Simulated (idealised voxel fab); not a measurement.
You're looking at the process module voxel wiring stack.
For reference, the cross-section in this document is cut, with width 190 nm and square cells of 5 nm.
The cross-sections in this document take the form of a grid made of square cells. They are written out as bands, in order from top to bottom. Each band consists of one or more rows of cells.
What a band's entry tells you: where the top is and where the bottom is, as heights in nm, and after that what lies inside, material by material from left to right, each with its width in nm. Empty space is written as the word "blank", and a single material marked with the word "edge to edge" occupies the band from edge to edge.
Basically, 0 is our baseline, since under it the wafer straight out of the box is all one material. The bottom band has no lower end and keeps on going down, so it looks like "0..down".
Graded width ("30->40"): value in top row of band = first number; value in bottom row = second number; row-to-row change constant.
Step note "nothing different" = no cross-section cell changed.
Heads up: "Trapped cavities" only lists the empty pockets with no open path to the top that are 8 cells or more, and it writes them as width x height at distance, distance from the left edge, in nm.
Step line, after settings: the simulator's comment on this step.
You can add "overlay nm" to a step's line. For a step with a mask, it describes how far the mask lay to the right of its planned position, and a negative number describes a lay to the left.
[plan]
- 1: RECEIVE: material Si
- 2: CONFORMAL_DEP: material SiO2, thk nm 15
- 3: CONFORMAL_DEP: material SiCN, thk nm 5
- 4: DIRECTIONAL_DEP: material lowk, thk nm 15
- 5: DIRECTIONAL_DEP: material aC, thk nm 15
- 6: PATTERN: tone open, mask id METAL_1, material resist, width nm 20, pitch nm 35, thk nm 35, overlay nm 0
- 7: DIRECTIONAL_ETCH: etch materials aC, depth nm 15
- 8: STRIP: etch materials resist
- 9: DIRECTIONAL_ETCH: etch materials lowk, depth nm 15
- 10: DIRECTIONAL_ETCH: etch materials SiCN, depth nm 5
- 11: STRIP: etch materials aC
- 12: CONFORMAL_DEP: material TiN, thk nm 5
- 13: FILL_DEP: material W, thk nm 5
- 14: CMP: height nm 35
- 15: CONFORMAL_DEP: material SiCN, thk nm 5
- 16: DIRECTIONAL_DEP: material lowk, thk nm 15
- 17: PATTERN: tone open, mask id PLUG_1, material resist, width nm 15, pitch nm 35, thk nm 15, overlay nm 0
- 18: DIRECTIONAL_ETCH: etch materials lowk, depth nm 15
- 19: DIRECTIONAL_ETCH: etch materials SiCN, depth nm 5
- 20: STRIP: etch materials resist
- 21: EPI: material Ru, thk nm 10
- 22: EPI: material Ru, thk nm 10
- 23: DIRECTIONAL_DEP: material TiN, thk nm 5
- 24: DIRECTIONAL_DEP: material Ru, thk nm 15
- 25: MASKED_ETCH: tone cover, mask id METAL_2, width nm 20, pitch nm 35, etch materials Ru, depth nm 15, overlay nm 0
- 26: MASKED_ETCH: tone cover, mask id METAL_2, width nm 20, pitch nm 35, etch materials TiN, depth nm 5, overlay nm 0
- 27: CONFORMAL_DEP: material SiCN, thk nm 5
- 28: FILL_DEP: material lowk, thk nm 5
- 29: CMP: height nm 75
- 30: CONFORMAL_DEP: material SiCN, thk nm 5
- 31: DIRECTIONAL_DEP: material lowk, thk nm 30
- 32: PATTERN: tone open, mask id METAL_3_HOLES, material resist, width nm 15, pitch nm 35, thk nm 15, overlay nm 0
- 33: DIRECTIONAL_ETCH: etch materials lowk, depth nm 30
- 34: STRIP: etch materials resist
- 35: DIRECTIONAL_DEP: material aC, thk nm 15
- 36: PATTERN: tone open, mask id METAL_3, material resist, width nm 20, pitch nm 35, thk nm 35, overlay nm 0
- 37: DIRECTIONAL_ETCH: etch materials aC, depth nm 15
- 38: STRIP: etch materials resist
- 39: DIRECTIONAL_ETCH: etch materials lowk, depth nm 15
- 40: DIRECTIONAL_ETCH: etch materials SiCN, depth nm 5
- 41: STRIP: etch materials aC
- 42: CONFORMAL_DEP: material TiN, thk nm 5
- 43: FILL_DEP: material Ru, thk nm 10
- 44: CMP: height nm 110
- 45: CONFORMAL_DEP: material SiCN, thk nm 5
[First of two wafers - as planned]
[This is the cross-section of the wafer as we received it, i.e. after step 1]
    0..down = Si edge to edge
    Trapped cavities: none
[Wafer after step 2 (cross-section)]
    15..0 = SiO2 edge to edge
    Below 0, no change.
[Wafer after step 3 (cross-section)]
    20..15 = SiCN edge to edge
    Below 15, no change.
[Wafer after step 4 (cross-section)]
    35..20 = lowk edge to edge
    Below 20, no change.
[Wafer after step 5 (cross-section)]
    50..35 = aC edge to edge
    Below 35, no change.
[Wafer after step 6 (cross-section)]
    85..50 = resist=65, then blank=20, then resist=15, then blank=20, then resist=70
    Below 50, no change.
[Wafer after step 7 (cross-section)]
    70..50 = resist=65, then blank=20, then resist=15, then blank=20, then resist=70
    50..35 = aC=65, then blank=20, then aC=15, then blank=20, then aC=70
    Below 35, no change.
[Wafer after step 8 (cross-section)]
    50..35 = aC=65, then blank=20, then aC=15, then blank=20, then aC=70
    Below 35, no change.
[Wafer after step 9 (cross-section)]
    50..35 = aC=65, then blank=20, then aC=15, then blank=20, then aC=70
    35..20 = lowk=65, then blank=20, then lowk=15, then blank=20, then lowk=70
    Below 20, no change.
[Wafer after step 10 (cross-section)]
    50..35 = aC=65, then blank=20, then aC=15, then blank=20, then aC=70
    35..20 = lowk=65, then blank=20, then lowk=15, then blank=20, then lowk=70
    20..15 = SiCN=65, then blank=20, then SiCN=15, then blank=20, then SiCN=70
    Below 15, no change.
[Wafer after step 11 (cross-section)]
    35..20 = lowk=65, then blank=20, then lowk=15, then blank=20, then lowk=70
    Below 20, no change.
[Wafer after step 12 (cross-section)]
    40..35 = TiN=70, then blank=10, then TiN=25, then blank=10, then TiN=75
    35..20 = lowk=65, then TiN=5, then blank=10, then TiN=5, then lowk=15, then TiN=5, then blank=10, then TiN=5, then lowk=70
    20..15 = SiCN=65, then TiN=20, then SiCN=15, then TiN=20, then SiCN=70
    Below 15, no change.
[Wafer after step 13 (cross-section)]
    45..40 = W edge to edge
    40..35 = TiN=70, then W=10, then TiN=25, then W=10, then TiN=75
    35..20 = lowk=65, then TiN=5, then W=10, then TiN=5, then lowk=15, then TiN=5, then W=10, then TiN=5, then lowk=70
    Below 20, no change.
[Wafer after step 14 (cross-section)]
    35..20 = lowk=65, then TiN=5, then W=10, then TiN=5, then lowk=15, then TiN=5, then W=10, then TiN=5, then lowk=70
    Below 20, no change.
[Wafer after step 15 (cross-section)]
    40..35 = SiCN edge to edge
    Below 35, no change.
[Wafer after step 16 (cross-section)]
    55..40 = lowk edge to edge
    Below 40, no change.
[Wafer after step 17 (cross-section)]
    70..55 = resist=65, then blank=15, then resist=20, then blank=15, then resist=75
    Below 55, no change.
[Wafer after step 18 (cross-section)]
    70..55 = resist=65, then blank=15, then resist=20, then blank=15, then resist=75
    55..40 = lowk=65, then blank=15, then lowk=20, then blank=15, then lowk=75
    Below 40, no change.
[Wafer after step 19 (cross-section)]
    70..55 = resist=65, then blank=15, then resist=20, then blank=15, then resist=75
    55..40 = lowk=65, then blank=15, then lowk=20, then blank=15, then lowk=75
    40..35 = SiCN=65, then blank=15, then SiCN=20, then blank=15, then SiCN=75
    Below 35, no change.
[Wafer after step 20 (cross-section)]
    55..40 = lowk=65, then blank=15, then lowk=20, then blank=15, then lowk=75
    Below 40, no change.
[Wafer after step 21 (cross-section)]
    55..45 = lowk=65, then blank=15, then lowk=20, then blank=15, then lowk=75
    45..40 = lowk=65, then Ru=15, then lowk=20, then Ru=15, then lowk=75
    40..35 = SiCN=65, then Ru=15, then SiCN=20, then Ru=15, then SiCN=75
    Below 35, no change.
[Wafer after step 22 (cross-section)]
    55..40 = lowk=65, then Ru=15, then lowk=20, then Ru=15, then lowk=75
    Below 40, no change.
[Wafer after step 23 (cross-section)]
    60..55 = TiN edge to edge
    Below 55, no change.
[Wafer after step 24 (cross-section)]
    75..60 = Ru edge to edge
    Below 60, no change.
[Wafer after step 25 (cross-section)]
    75..60 = blank=65, then Ru=20, then blank=15, then Ru=20, then blank=70
    Below 60, no change.
[Wafer after step 26 (cross-section)]
    75..60 = blank=65, then Ru=20, then blank=15, then Ru=20, then blank=70
    60..55 = blank=65, then TiN=20, then blank=15, then TiN=20, then blank=70
    Below 55, no change.
[Wafer after step 27 (cross-section)]
    80..75 = blank=60, then SiCN=30, then blank=5, then SiCN=30, then blank=65
    75..60 = blank=60, then SiCN=5, then Ru=20, then SiCN=5, then blank=5, then SiCN=5, then Ru=20, then SiCN=5, then blank=65
    60..55 = SiCN=65, then TiN=20, then SiCN=15, then TiN=20, then SiCN=70
    Below 55, no change.
[Wafer after step 28 (cross-section)]
    85..80 = lowk edge to edge
    80..75 = lowk=60, then SiCN=30, then lowk=5, then SiCN=30, then lowk=65
    75..60 = lowk=60, then SiCN=5, then Ru=20, then SiCN=5, then lowk=5, then SiCN=5, then Ru=20, then SiCN=5, then lowk=65
    Below 60, no change.
[Wafer after step 29 (cross-section)]
    75..60 = lowk=60, then SiCN=5, then Ru=20, then SiCN=5, then lowk=5, then SiCN=5, then Ru=20, then SiCN=5, then lowk=65
    Below 60, no change.
[Wafer after step 30 (cross-section)]
    80..75 = SiCN edge to edge
    Below 75, no change.
[Wafer after step 31 (cross-section)]
    110..80 = lowk edge to edge
    Below 80, no change.
[Wafer after step 32 (cross-section)]
    125..110 = resist=65, then blank=15, then resist=20, then blank=15, then resist=75
    Below 110, no change.
[Wafer after step 33 (cross-section)]
    125..110 = resist=65, then blank=15, then resist=20, then blank=15, then resist=75
    110..80 = lowk=65, then blank=15, then lowk=20, then blank=15, then lowk=75
    Below 80, no change.
[Wafer after step 34 (cross-section)]
    110..80 = lowk=65, then blank=15, then lowk=20, then blank=15, then lowk=75
    Below 80, no change.
[Wafer after step 35 (cross-section)]
    125..110 = aC=65, then blank=15, then aC=20, then blank=15, then aC=75
    110..95 = lowk=65, then blank=15, then lowk=20, then blank=15, then lowk=75
    95..80 = lowk=65, then aC=15, then lowk=20, then aC=15, then lowk=75
    Below 80, no change.
[Wafer after step 36 (cross-section)]
    160..125 = resist=65, then blank=20, then resist=15, then blank=20, then resist=70
    Below 125, no change.
[Wafer after step 37 (cross-section)]
    145..125 = resist=65, then blank=20, then resist=15, then blank=20, then resist=70
    125..110 = aC=65, then blank=20, then aC=15, then blank=20, then aC=70
    110..80 = lowk=65, then blank=15, then lowk=20, then blank=15, then lowk=75
    Below 80, no change.
[Wafer after step 38 (cross-section)]
    125..110 = aC=65, then blank=20, then aC=15, then blank=20, then aC=70
    Below 110, no change.
[Wafer after step 39 (cross-section)]
    125..110 = aC=65, then blank=20, then aC=15, then blank=20, then aC=70
    110..95 = lowk=65, then blank=20, then lowk=15, then blank=20, then lowk=70
    Below 95, no change.
[Wafer after step 40 (cross-section)]
    125..110 = aC=65, then blank=20, then aC=15, then blank=20, then aC=70
    110..95 = lowk=65, then blank=20, then lowk=15, then blank=20, then lowk=70
    95..80 = lowk=65, then blank=15, then lowk=20, then blank=15, then lowk=75
    80..75 = SiCN=65, then blank=15, then SiCN=20, then blank=15, then SiCN=75
    Below 75, no change.
[Wafer after step 41 (cross-section)]
    110..95 = lowk=65, then blank=20, then lowk=15, then blank=20, then lowk=70
    Below 95, no change.
[Wafer after step 42 (cross-section)]
    115..110 = TiN=70, then blank=10, then TiN=25, then blank=10, then TiN=75
    110..100 = lowk=65, then TiN=5, then blank=10, then TiN=5, then lowk=15, then TiN=5, then blank=10, then TiN=5, then lowk=70
    100..95 = lowk=65, then TiN=5, then blank=5, then TiN=10, then lowk=15, then TiN=5, then blank=5, then TiN=10, then lowk=70
    95..80 = lowk=65, then TiN=5, then blank=5, then TiN=5, then lowk=20, then TiN=5, then blank=5, then TiN=5, then lowk=75
    80..75 = SiCN=65, then TiN=15, then SiCN=20, then TiN=15, then SiCN=75
    Below 75, no change.
[Wafer after step 43 (cross-section)]
    125..115 = Ru edge to edge
    115..110 = TiN=70, then Ru=10, then TiN=25, then Ru=10, then TiN=75
    110..100 = lowk=65, then TiN=5, then Ru=10, then TiN=5, then lowk=15, then TiN=5, then Ru=10, then TiN=5, then lowk=70
    100..95 = lowk=65, then TiN=5, then Ru=5, then TiN=10, then lowk=15, then TiN=5, then Ru=5, then TiN=10, then lowk=70
    95..80 = lowk=65, then TiN=5, then Ru=5, then TiN=5, then lowk=20, then TiN=5, then Ru=5, then TiN=5, then lowk=75
    Below 80, no change.
[Wafer after step 44 (cross-section)]
    110..100 = lowk=65, then TiN=5, then Ru=10, then TiN=5, then lowk=15, then TiN=5, then Ru=10, then TiN=5, then lowk=70
    Below 100, no change.
[Wafer after step 45 (cross-section)]
    115..110 = SiCN edge to edge
    Below 110, no change.
[Second wafer. Start and plan as for the first. One mistake made in running. Agrees with the first up to and including step 16]
[Second wafer cross-section, taken as of the time the plan sets for step 17 to be done]
    70..55 = blank=65, then resist=15, then blank=20, then resist=15, then blank=75
    Below 55, no change.
[Second wafer cross-section, taken as of the time the plan sets for step 18 to be done]
    70..55 = blank=65, then resist=15, then blank=20, then resist=15, then blank=75
    55..40 = blank=65, then lowk=15, then blank=20, then lowk=15, then blank=75
    Below 40, no change.
[Second wafer cross-section, taken as of the time the plan sets for step 19 to be done]
    70..55 = blank=65, then resist=15, then blank=20, then resist=15, then blank=75
    55..40 = blank=65, then lowk=15, then blank=20, then lowk=15, then blank=75
    40..35 = blank=65, then SiCN=15, then blank=20, then SiCN=15, then blank=75
    Below 35, no change.
[Second wafer cross-section, taken as of the time the plan sets for step 20 to be done]
    55..40 = blank=65, then lowk=15, then blank=20, then lowk=15, then blank=75
    Below 40, no change.
[Second wafer cross-section, taken as of the time the plan sets for step 21 to be done]
    55..45 = blank=65, then lowk=15, then blank=20, then lowk=15, then blank=75
    45..40 = blank=65, then lowk=15, then Ru=15, then blank=5, then lowk=15, then Ru=15, then blank=60
    40..35 = blank=65, then SiCN=15, then Ru=15, then blank=5, then SiCN=15, then Ru=15, then blank=60
    Below 35, no change.
[Second wafer cross-section, taken as of the time the plan sets for step 22 to be done]
    55..40 = blank=65, then lowk=15, then Ru=20, then lowk=15, then Ru=25, then blank=50
    40..35 = blank=65, then SiCN=15, then Ru=20, then SiCN=15, then Ru=25, then blank=50
    Below 35, no change.
[Second wafer cross-section, taken as of the time the plan sets for step 23 to be done]
    60..55 = blank=65, then TiN=75, then blank=50
    55..40 = blank=65, then lowk=15, then Ru=20, then lowk=15, then Ru=25, then blank=50
    40..35 = TiN=65, then SiCN=15, then Ru=20, then SiCN=15, then Ru=25, then TiN=50
    Below 35, no change.
[Second wafer cross-section, taken as of the time the plan sets for step 24 to be done]
    75..60 = blank=65, then Ru=75, then blank=50
    60..55 = blank=65, then TiN=75, then blank=50
    55..40 = Ru=65, then lowk=15, then Ru=20, then lowk=15, then Ru=75
    Below 40, no change.
[Second wafer cross-section, taken as of the time the plan sets for step 25 to be done]
    75..60 = blank=65, then Ru=20, then blank=15, then Ru=20, then blank=70
    60..55 = blank=65, then TiN=75, then blank=50
    55..40 = blank=65, then lowk=15, then Ru=20, then lowk=15, then Ru=25, then blank=50
    Below 40, no change.
[Second wafer cross-section, taken as of the time the plan sets for step 26 to be done]
    75..60 = blank=65, then Ru=20, then blank=15, then Ru=20, then blank=70
    60..55 = blank=65, then TiN=20, then blank=15, then TiN=20, then blank=70
    55..40 = blank=65, then lowk=15, then Ru=20, then lowk=15, then Ru=25, then blank=50
    40..35 = blank=65, then SiCN=15, then Ru=20, then SiCN=15, then Ru=25, then blank=50
    Below 35, no change.
[Second wafer cross-section, taken as of the time the plan sets for step 27 to be done]
    80..75 = blank=60, then SiCN=30, then blank=5, then SiCN=30, then blank=65
    75..60 = blank=60, then SiCN=5, then Ru=20, then SiCN=5, then blank=5, then SiCN=5, then Ru=20, then SiCN=5, then blank=65
    60..55 = blank=60, then SiCN=5, then TiN=20, then SiCN=15, then TiN=20, then SiCN=25, then blank=45
    55..40 = blank=60, then SiCN=5, then lowk=15, then Ru=20, then lowk=15, then Ru=25, then SiCN=5, then blank=45
    40..35 = SiCN=80, then Ru=20, then SiCN=15, then Ru=25, then SiCN=50
    Below 35, no change.
[Second wafer cross-section, taken as of the time the plan sets for step 28 to be done]
    85..80 = lowk edge to edge
    80..75 = lowk=60, then SiCN=30, then lowk=5, then SiCN=30, then lowk=65
    75..60 = lowk=60, then SiCN=5, then Ru=20, then SiCN=5, then lowk=5, then SiCN=5, then Ru=20, then SiCN=5, then lowk=65
    60..55 = lowk=60, then SiCN=5, then TiN=20, then SiCN=15, then TiN=20, then SiCN=25, then lowk=45
    55..40 = lowk=60, then SiCN=5, then lowk=15, then Ru=20, then lowk=15, then Ru=25, then SiCN=5, then lowk=45
    Below 40, no change.
[Second wafer cross-section, taken as of the time the plan sets for step 29 to be done]
    75..60 = lowk=60, then SiCN=5, then Ru=20, then SiCN=5, then lowk=5, then SiCN=5, then Ru=20, then SiCN=5, then lowk=65
    Below 60, no change.
[Second wafer cross-section, taken as of the time the plan sets for step 30 to be done]
    80..75 = SiCN edge to edge
    Below 75, no change.
[Second wafer cross-section, taken as of the time the plan sets for step 31 to be done]
    110..80 = lowk edge to edge
    Below 80, no change.
[Second wafer cross-section, taken as of the time the plan sets for step 32 to be done]
    125..110 = resist=65, then blank=15, then resist=20, then blank=15, then resist=75
    Below 110, no change.
[Second wafer cross-section, taken as of the time the plan sets for step 33 to be done]
    125..110 = resist=65, then blank=15, then resist=20, then blank=15, then resist=75
    110..80 = lowk=65, then blank=15, then lowk=20, then blank=15, then lowk=75
    Below 80, no change.
[Second wafer cross-section, taken as of the time the plan sets for step 34 to be done]
    110..80 = lowk=65, then blank=15, then lowk=20, then blank=15, then lowk=75
    Below 80, no change.
[Second wafer cross-section, taken as of the time the plan sets for step 35 to be done]
    125..110 = aC=65, then blank=15, then aC=20, then blank=15, then aC=75
    110..95 = lowk=65, then blank=15, then lowk=20, then blank=15, then lowk=75
    95..80 = lowk=65, then aC=15, then lowk=20, then aC=15, then lowk=75
    Below 80, no change.
[Second wafer cross-section, taken as of the time the plan sets for step 36 to be done]
    160..125 = resist=65, then blank=20, then resist=15, then blank=20, then resist=70
    Below 125, no change.
[Second wafer cross-section, taken as of the time the plan sets for step 37 to be done]
    145..125 = resist=65, then blank=20, then resist=15, then blank=20, then resist=70
    125..110 = aC=65, then blank=20, then aC=15, then blank=20, then aC=70
    110..80 = lowk=65, then blank=15, then lowk=20, then blank=15, then lowk=75
    Below 80, no change.
[Second wafer cross-section, taken as of the time the plan sets for step 38 to be done]
    125..110 = aC=65, then blank=20, then aC=15, then blank=20, then aC=70
    Below 110, no change.
[Second wafer cross-section, taken as of the time the plan sets for step 39 to be done]
    125..110 = aC=65, then blank=20, then aC=15, then blank=20, then aC=70
    110..95 = lowk=65, then blank=20, then lowk=15, then blank=20, then lowk=70
    Below 95, no change.
[Second wafer cross-section, taken as of the time the plan sets for step 40 to be done]
    125..110 = aC=65, then blank=20, then aC=15, then blank=20, then aC=70
    110..95 = lowk=65, then blank=20, then lowk=15, then blank=20, then lowk=70
    95..80 = lowk=65, then blank=15, then lowk=20, then blank=15, then lowk=75
    80..75 = SiCN=65, then blank=15, then SiCN=20, then blank=15, then SiCN=75
    Below 75, no change.
[Second wafer cross-section, taken as of the time the plan sets for step 41 to be done]
    110..95 = lowk=65, then blank=20, then lowk=15, then blank=20, then lowk=70
    Below 95, no change.
[Second wafer cross-section, taken as of the time the plan sets for step 42 to be done]
    115..110 = TiN=70, then blank=10, then TiN=25, then blank=10, then TiN=75
    110..100 = lowk=65, then TiN=5, then blank=10, then TiN=5, then lowk=15, then TiN=5, then blank=10, then TiN=5, then lowk=70
    100..95 = lowk=65, then TiN=5, then blank=5, then TiN=10, then lowk=15, then TiN=5, then blank=5, then TiN=10, then lowk=70
    95..80 = lowk=65, then TiN=5, then blank=5, then TiN=5, then lowk=20, then TiN=5, then blank=5, then TiN=5, then lowk=75
    80..75 = SiCN=65, then TiN=15, then SiCN=20, then TiN=15, then SiCN=75
    Below 75, no change.
[Second wafer cross-section, taken as of the time the plan sets for step 43 to be done]
    125..115 = Ru edge to edge
    115..110 = TiN=70, then Ru=10, then TiN=25, then Ru=10, then TiN=75
    110..100 = lowk=65, then TiN=5, then Ru=10, then TiN=5, then lowk=15, then TiN=5, then Ru=10, then TiN=5, then lowk=70
    100..95 = lowk=65, then TiN=5, then Ru=5, then TiN=10, then lowk=15, then TiN=5, then Ru=5, then TiN=10, then lowk=70
    95..80 = lowk=65, then TiN=5, then Ru=5, then TiN=5, then lowk=20, then TiN=5, then Ru=5, then TiN=5, then lowk=75
    Below 80, no change.
[Second wafer cross-section, taken as of the time the plan sets for step 44 to be done]
    110..100 = lowk=65, then TiN=5, then Ru=10, then TiN=5, then lowk=15, then TiN=5, then Ru=10, then TiN=5, then lowk=70
    Below 100, no change.
[Second wafer cross-section, taken as of the time the plan sets for step 45 to be done]
    115..110 = SiCN edge to edge
    Below 110, no change.
Where did the run depart from the plan? step 17 was run on a setting that differed from the plan, and what really ran there is PATTERN: tone cover, mask id PLUG_1, material resist, width nm 15, pitch nm 35, thk nm 15, overlay nm 0
Upon completion, the second wafer contains, in terms of cells, a greater or smaller amount of certain materials than the first wafer: Ru +12; SiCN -18; lowk +6
